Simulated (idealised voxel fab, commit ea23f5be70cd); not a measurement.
The process module presented herein is designated voxel wiring stack.
Cross-section cut: width 290 nm, square cells of 5 nm.
A cross-section is written here as square cells arranged in a grid, and it is given in bands from the top down, each band taking up one or more rows of cells. Read a band's entry like this: the first values are the height of its top and the height of its bottom in nm, and what follows is the sequence of materials from left to right, each with its width in nm. Note that "blank" is empty space, and that a single material marked "edge to edge" reaches across the band from edge to edge. Where do heights start? At 0: under that level the wafer as delivered is made of one material only. And the lowest band has no floor; it just carries on downward, as in "from 0 down". With a width like "30..40", each row of cells in the band differs from the next by the same amount, the top row carrying the first number and the bottom row the second. "nothing different", as given for a step, is the statement that not any cell of the cross-section underwent a change during that step. For the entry "Closed void list", the listed items are empty spaces with no open way to the top whose size is 8 cells or more; each item follows the pattern width x height at distance, where distance is from the left edge and all three are in nm. The remark found on a step's line after its settings is issued by the simulator itself and pertains to that step. overlay nm: where the mask lay relative to plan, measured to the right, on steps with a mask; negatives go left.

**The planned process steps are enumerated hereunder**
1,RECEIVE,material Si
2,CONFORMAL_DEP,material SiO2,thk nm 10
3,CONFORMAL_DEP,material SiCN,thk nm 5
4,DIRECTIONAL_DEP,material lowk,thk nm 15
5,MASKED_ETCH,tone open,mask id METAL_1,width nm 25,pitch nm 50,etch materials lowk,depth nm 15,overlay nm 0
6,MASKED_ETCH,tone open,mask id METAL_1,width nm 25,pitch nm 50,etch materials SiCN,depth nm 5,overlay nm 0
7,CONFORMAL_DEP,material TiN,thk nm 5
8,FILL_DEP,material Ru,thk nm 5
9,CMP,height nm 30
10,CONFORMAL_DEP,material SiCN,thk nm 5
11,DIRECTIONAL_DEP,material SiO2,thk nm 20
12,PATTERN,tone open,mask id PLUG_1,material resist,width nm 15,pitch nm 50,thk nm 15,overlay nm 0
13,DIRECTIONAL_ETCH,etch materials SiO2,depth nm 20
14,DIRECTIONAL_ETCH,etch materials SiCN,depth nm 5
15,STRIP,etch materials resist
16,CONFORMAL_DEP,material TiN,thk nm 5
17,FILL_DEP,material W,thk nm 5
18,CMP,height nm 55
19,CONFORMAL_DEP,material SiCN,thk nm 5
20,DIRECTIONAL_DEP,material SiO2,thk nm 20
21,PATTERN,tone open,mask id METAL_2,material resist,width nm 25,pitch nm 50,thk nm 15,overlay nm 0
22,DIRECTIONAL_ETCH,etch materials SiO2,depth nm 20
23,DIRECTIONAL_ETCH,etch materials SiCN,depth nm 5
24,STRIP,etch materials resist
25,CONFORMAL_DEP,material TiN,thk nm 5
26,FILL_DEP,material Cu,thk nm 5
27,CMP,height nm 80
28,CONFORMAL_DEP,material SiCN,thk nm 5

**The first of two wafers, run as planned**

**Cross-sectional view of the wafer in its as-received condition, corresponding to the state after step 1**
> from 0 down: Si edge to edge
> Closed void list: none

**The wafer, seen in cross-section, after step 2**
> from 10 to 0: SiO2 edge to edge
> Under the height 0 nothing was changed.

**The wafer, seen in cross-section, after step 3**
> from 15 to 10: SiCN edge to edge
> Under the height 10 nothing was changed.

**The wafer, seen in cross-section, after step 4**
> from 30 to 15: lowk edge to edge
> Under the height 15 nothing was changed.

**The wafer, seen in cross-section, after step 5**
> from 30 to 15: lowk 105 nm | blank 25 nm | lowk 25 nm | blank 25 nm | lowk 110 nm
> Under the height 15 nothing was changed.

**The wafer, seen in cross-section, after step 6**
> from 30 to 15: lowk 105 nm | blank 25 nm | lowk 25 nm | blank 25 nm | lowk 110 nm
> from 15 to 10: SiCN 105 nm | blank 25 nm | SiCN 25 nm | blank 25 nm | SiCN 110 nm
> Under the height 10 nothing was changed.

**The wafer, seen in cross-section, after step 7**
> from 35 to 30: TiN 110 nm | blank 15 nm | TiN 35 nm | blank 15 nm | TiN 115 nm
> from 30 to 15: lowk 105 nm | TiN 5 nm | blank 15 nm | TiN 5 nm | lowk 25 nm | TiN 5 nm | blank 15 nm | TiN 5 nm | lowk 110 nm
> from 15 to 10: SiCN 105 nm | TiN 25 nm | SiCN 25 nm | TiN 25 nm | SiCN 110 nm
> Under the height 10 nothing was changed.

**The wafer, seen in cross-section, after step 8**
> from 40 to 35: Ru edge to edge
> from 35 to 30: TiN 110 nm | Ru 15 nm | TiN 35 nm | Ru 15 nm | TiN 115 nm
> from 30 to 15: lowk 105 nm | TiN 5 nm | Ru 15 nm | TiN 5 nm | lowk 25 nm | TiN 5 nm | Ru 15 nm | TiN 5 nm | lowk 110 nm
> Under the height 15 nothing was changed.

**The wafer, seen in cross-section, after step 9**
> from 30 to 15: lowk 105 nm | TiN 5 nm | Ru 15 nm | TiN 5 nm | lowk 25 nm | TiN 5 nm | Ru 15 nm | TiN 5 nm | lowk 110 nm
> Under the height 15 nothing was changed.

**The wafer, seen in cross-section, after step 10**
> from 35 to 30: SiCN edge to edge
> Under the height 30 nothing was changed.

**The wafer, seen in cross-section, after step 11**
> from 55 to 35: SiO2 edge to edge
> Under the height 35 nothing was changed.

**The wafer, seen in cross-section, after step 12**
> from 70 to 55: resist 105 nm | blank 15 nm | resist 35 nm | blank 15 nm | resist 120 nm
> Under the height 55 nothing was changed.

**The wafer, seen in cross-section, after step 13**
> from 70 to 55: resist 105 nm | blank 15 nm | resist 35 nm | blank 15 nm | resist 120 nm
> from 55 to 35: SiO2 105 nm | blank 15 nm | SiO2 35 nm | blank 15 nm | SiO2 120 nm
> Under the height 35 nothing was changed.

**The wafer, seen in cross-section, after step 14**
> from 70 to 55: resist 105 nm | blank 15 nm | resist 35 nm | blank 15 nm | resist 120 nm
> from 55 to 35: SiO2 105 nm | blank 15 nm | SiO2 35 nm | blank 15 nm | SiO2 120 nm
> from 35 to 30: SiCN 105 nm | blank 15 nm | SiCN 35 nm | blank 15 nm | SiCN 120 nm
> Under the height 30 nothing was changed.

**The wafer, seen in cross-section, after step 15**
> from 55 to 35: SiO2 105 nm | blank 15 nm | SiO2 35 nm | blank 15 nm | SiO2 120 nm
> Under the height 35 nothing was changed.

**The wafer, seen in cross-section, after step 16**
> from 60 to 55: TiN 110 nm | blank 5 nm | TiN 45 nm | blank 5 nm | TiN 125 nm
> from 55 to 35: SiO2 105 nm | TiN 5 nm | blank 5 nm | TiN 5 nm | SiO2 35 nm | TiN 5 nm | blank 5 nm | TiN 5 nm | SiO2 120 nm
> from 35 to 30: SiCN 105 nm | TiN 15 nm | SiCN 35 nm | TiN 15 nm | SiCN 120 nm
> Under the height 30 nothing was changed.

**The wafer, seen in cross-section, after step 17**
> from 65 to 60: W edge to edge
> from 60 to 55: TiN 110 nm | W 5 nm | TiN 45 nm | W 5 nm | TiN 125 nm
> from 55 to 35: SiO2 105 nm | TiN 5 nm | W 5 nm | TiN 5 nm | SiO2 35 nm | TiN 5 nm | W 5 nm | TiN 5 nm | SiO2 120 nm
> Under the height 35 nothing was changed.

**The wafer, seen in cross-section, after step 18**
> from 55 to 35: SiO2 105 nm | TiN 5 nm | W 5 nm | TiN 5 nm | SiO2 35 nm | TiN 5 nm | W 5 nm | TiN 5 nm | SiO2 120 nm
> Under the height 35 nothing was changed.

**The wafer, seen in cross-section, after step 19**
> from 60 to 55: SiCN edge to edge
> Under the height 55 nothing was changed.

**The wafer, seen in cross-section, after step 20**
> from 80 to 60: SiO2 edge to edge
> Under the height 60 nothing was changed.

**The wafer, seen in cross-section, after step 21**
> from 95 to 80: resist 105 nm | blank 25 nm | resist 25 nm | blank 25 nm | resist 110 nm
> Under the height 80 nothing was changed.

**The wafer, seen in cross-section, after step 22**
> from 95 to 80: resist 105 nm | blank 25 nm | resist 25 nm | blank 25 nm | resist 110 nm
> from 80 to 60: SiO2 105 nm | blank 25 nm | SiO2 25 nm | blank 25 nm | SiO2 110 nm
> Under the height 60 nothing was changed.

**The wafer, seen in cross-section, after step 23**
> from 95 to 80: resist 105 nm | blank 25 nm | resist 25 nm | blank 25 nm | resist 110 nm
> from 80 to 60: SiO2 105 nm | blank 25 nm | SiO2 25 nm | blank 25 nm | SiO2 110 nm
> from 60 to 55: SiCN 105 nm | blank 25 nm | SiCN 25 nm | blank 25 nm | SiCN 110 nm
> Under the height 55 nothing was changed.

**The wafer, seen in cross-section, after step 24**
> from 80 to 60: SiO2 105 nm | blank 25 nm | SiO2 25 nm | blank 25 nm | SiO2 110 nm
> Under the height 60 nothing was changed.

**The wafer, seen in cross-section, after step 25**
> from 85 to 80: TiN 110 nm | blank 15 nm | TiN 35 nm | blank 15 nm | TiN 115 nm
> from 80 to 60: SiO2 105 nm | TiN 5 nm | blank 15 nm | TiN 5 nm | SiO2 25 nm | TiN 5 nm | blank 15 nm | TiN 5 nm | SiO2 110 nm
> from 60 to 55: SiCN 105 nm | TiN 25 nm | SiCN 25 nm | TiN 25 nm | SiCN 110 nm
> Under the height 55 nothing was changed.

**The wafer, seen in cross-section, after step 26**
> from 90 to 85: Cu edge to edge
> from 85 to 80: TiN 110 nm | Cu 15 nm | TiN 35 nm | Cu 15 nm | TiN 115 nm
> from 80 to 60: SiO2 105 nm | TiN 5 nm | Cu 15 nm | TiN 5 nm | SiO2 25 nm | TiN 5 nm | Cu 15 nm | TiN 5 nm | SiO2 110 nm
> Under the height 60 nothing was changed.

**The wafer, seen in cross-section, after step 27**
> from 80 to 60: SiO2 105 nm | TiN 5 nm | Cu 15 nm | TiN 5 nm | SiO2 25 nm | TiN 5 nm | Cu 15 nm | TiN 5 nm | SiO2 110 nm
> Under the height 60 nothing was changed.

**The wafer, seen in cross-section, after step 28**
> from 85 to 80: SiCN edge to edge
> Under the height 80 nothing was changed.

**Second wafer - shared start and plan with the first - one error in running - same as the first up to step 5 inclusive**

**What the second wafer looks like in cross-section when step 6 should have wrapped up**
> from 30 to 15: lowk 105 nm | blank 25 nm | lowk 25 nm | blank 25 nm | lowk 110 nm
> from 15 to 10: SiCN 110 nm | blank 15 nm | SiCN 35 nm | blank 15 nm | SiCN 115 nm
> Under the height 10 nothing was changed.

**What the second wafer looks like in cross-section when step 7 should have wrapped up**
> from 35 to 30: TiN 110 nm | blank 15 nm | TiN 35 nm | blank 15 nm | TiN 115 nm
> from 30 to 20: lowk 105 nm | TiN 5 nm | blank 15 nm | TiN 5 nm | lowk 25 nm | TiN 5 nm | blank 15 nm | TiN 5 nm | lowk 110 nm
> from 20 to 15: lowk 105 nm | TiN 10 nm | blank 5 nm | TiN 10 nm | lowk 25 nm | TiN 10 nm | blank 5 nm | TiN 10 nm | lowk 110 nm
> from 15 to 10: SiCN 110 nm | TiN 15 nm | SiCN 35 nm | TiN 15 nm | SiCN 115 nm
> Under the height 10 nothing was changed.

**What the second wafer looks like in cross-section when step 8 should have wrapped up**
> from 40 to 35: Ru edge to edge
> from 35 to 30: TiN 110 nm | Ru 15 nm | TiN 35 nm | Ru 15 nm | TiN 115 nm
> from 30 to 20: lowk 105 nm | TiN 5 nm | Ru 15 nm | TiN 5 nm | lowk 25 nm | TiN 5 nm | Ru 15 nm | TiN 5 nm | lowk 110 nm
> from 20 to 15: lowk 105 nm | TiN 10 nm | Ru 5 nm | TiN 10 nm | lowk 25 nm | TiN 10 nm | Ru 5 nm | TiN 10 nm | lowk 110 nm
> Under the height 15 nothing was changed.

**What the second wafer looks like in cross-section when step 9 should have wrapped up**
> from 30 to 20: lowk 105 nm | TiN 5 nm | Ru 15 nm | TiN 5 nm | lowk 25 nm | TiN 5 nm | Ru 15 nm | TiN 5 nm | lowk 110 nm
> Under the height 20 nothing was changed.

**What the second wafer looks like in cross-section when step 10 should have wrapped up**
> from 35 to 30: SiCN edge to edge
> Under the height 30 nothing was changed.

**What the second wafer looks like in cross-section when step 11 should have wrapped up**
> from 55 to 35: SiO2 edge to edge
> Under the height 35 nothing was changed.

**What the second wafer looks like in cross-section when step 12 should have wrapped up**
> from 70 to 55: resist 105 nm | blank 15 nm | resist 35 nm | blank 15 nm | resist 120 nm
> Under the height 55 nothing was changed.

**What the second wafer looks like in cross-section when step 13 should have wrapped up**
> from 70 to 55: resist 105 nm | blank 15 nm | resist 35 nm | blank 15 nm | resist 120 nm
> from 55 to 35: SiO2 105 nm | blank 15 nm | SiO2 35 nm | blank 15 nm | SiO2 120 nm
> Under the height 35 nothing was changed.

**What the second wafer looks like in cross-section when step 14 should have wrapped up**
> from 70 to 55: resist 105 nm | blank 15 nm | resist 35 nm | blank 15 nm | resist 120 nm
> from 55 to 35: SiO2 105 nm | blank 15 nm | SiO2 35 nm | blank 15 nm | SiO2 120 nm
> from 35 to 30: SiCN 105 nm | blank 15 nm | SiCN 35 nm | blank 15 nm | SiCN 120 nm
> Under the height 30 nothing was changed.

**What the second wafer looks like in cross-section when step 15 should have wrapped up**
> from 55 to 35: SiO2 105 nm | blank 15 nm | SiO2 35 nm | blank 15 nm | SiO2 120 nm
> Under the height 35 nothing was changed.

**What the second wafer looks like in cross-section when step 16 should have wrapped up**
> from 60 to 55: TiN 110 nm | blank 5 nm | TiN 45 nm | blank 5 nm | TiN 125 nm
> from 55 to 35: SiO2 105 nm | TiN 5 nm | blank 5 nm | TiN 5 nm | SiO2 35 nm | TiN 5 nm | blank 5 nm | TiN 5 nm | SiO2 120 nm
> from 35 to 30: SiCN 105 nm | TiN 15 nm | SiCN 35 nm | TiN 15 nm | SiCN 120 nm
> Under the height 30 nothing was changed.

**What the second wafer looks like in cross-section when step 17 should have wrapped up**
> from 65 to 60: W edge to edge
> from 60 to 55: TiN 110 nm | W 5 nm | TiN 45 nm | W 5 nm | TiN 125 nm
> from 55 to 35: SiO2 105 nm | TiN 5 nm | W 5 nm | TiN 5 nm | SiO2 35 nm | TiN 5 nm | W 5 nm | TiN 5 nm | SiO2 120 nm
> Under the height 35 nothing was changed.

**What the second wafer looks like in cross-section when step 18 should have wrapped up**
> from 55 to 35: SiO2 105 nm | TiN 5 nm | W 5 nm | TiN 5 nm | SiO2 35 nm | TiN 5 nm | W 5 nm | TiN 5 nm | SiO2 120 nm
> Under the height 35 nothing was changed.

**What the second wafer looks like in cross-section when step 19 should have wrapped up**
> from 60 to 55: SiCN edge to edge
> Under the height 55 nothing was changed.

**What the second wafer looks like in cross-section when step 20 should have wrapped up**
> from 80 to 60: SiO2 edge to edge
> Under the height 60 nothing was changed.

**What the second wafer looks like in cross-section when step 21 should have wrapped up**
> from 95 to 80: resist 105 nm | blank 25 nm | resist 25 nm | blank 25 nm | resist 110 nm
> Under the height 80 nothing was changed.

**What the second wafer looks like in cross-section when step 22 should have wrapped up**
> from 95 to 80: resist 105 nm | blank 25 nm | resist 25 nm | blank 25 nm | resist 110 nm
> from 80 to 60: SiO2 105 nm | blank 25 nm | SiO2 25 nm | blank 25 nm | SiO2 110 nm
> Under the height 60 nothing was changed.

**What the second wafer looks like in cross-section when step 23 should have wrapped up**
> from 95 to 80: resist 105 nm | blank 25 nm | resist 25 nm | blank 25 nm | resist 110 nm
> from 80 to 60: SiO2 105 nm | blank 25 nm | SiO2 25 nm | blank 25 nm | SiO2 110 nm
> from 60 to 55: SiCN 105 nm | blank 25 nm | SiCN 25 nm | blank 25 nm | SiCN 110 nm
> Under the height 55 nothing was changed.

**What the second wafer looks like in cross-section when step 24 should have wrapped up**
> from 80 to 60: SiO2 105 nm | blank 25 nm | SiO2 25 nm | blank 25 nm | SiO2 110 nm
> Under the height 60 nothing was changed.

**What the second wafer looks like in cross-section when step 25 should have wrapped up**
> from 85 to 80: TiN 110 nm | blank 15 nm | TiN 35 nm | blank 15 nm | TiN 115 nm
> from 80 to 60: SiO2 105 nm | TiN 5 nm | blank 15 nm | TiN 5 nm | SiO2 25 nm | TiN 5 nm | blank 15 nm | TiN 5 nm | SiO2 110 nm
> from 60 to 55: SiCN 105 nm | TiN 25 nm | SiCN 25 nm | TiN 25 nm | SiCN 110 nm
> Under the height 55 nothing was changed.

**What the second wafer looks like in cross-section when step 26 should have wrapped up**
> from 90 to 85: Cu edge to edge
> from 85 to 80: TiN 110 nm | Cu 15 nm | TiN 35 nm | Cu 15 nm | TiN 115 nm
> from 80 to 60: SiO2 105 nm | TiN 5 nm | Cu 15 nm | TiN 5 nm | SiO2 25 nm | TiN 5 nm | Cu 15 nm | TiN 5 nm | SiO2 110 nm
> Under the height 60 nothing was changed.

**What the second wafer looks like in cross-section when step 27 should have wrapped up**
> from 80 to 60: SiO2 105 nm | TiN 5 nm | Cu 15 nm | TiN 5 nm | SiO2 25 nm | TiN 5 nm | Cu 15 nm | TiN 5 nm | SiO2 110 nm
> Under the height 60 nothing was changed.

**What the second wafer looks like in cross-section when step 28 should have wrapped up**
> from 85 to 80: SiCN edge to edge
> Under the height 80 nothing was changed.
Which mistake was made when the wafer was run? for step 6, the planned setting was not used; the step was instead run as MASKED_ETCH,tone open,mask id METAL_1,width nm 15,pitch nm 50,etch materials SiCN,depth nm 5,overlay nm 0
It is noted that, at the conclusion of processing, the second wafer exhibits a higher or lower cell count for certain materials relative to the first: -4 Ru, +4 SiCN
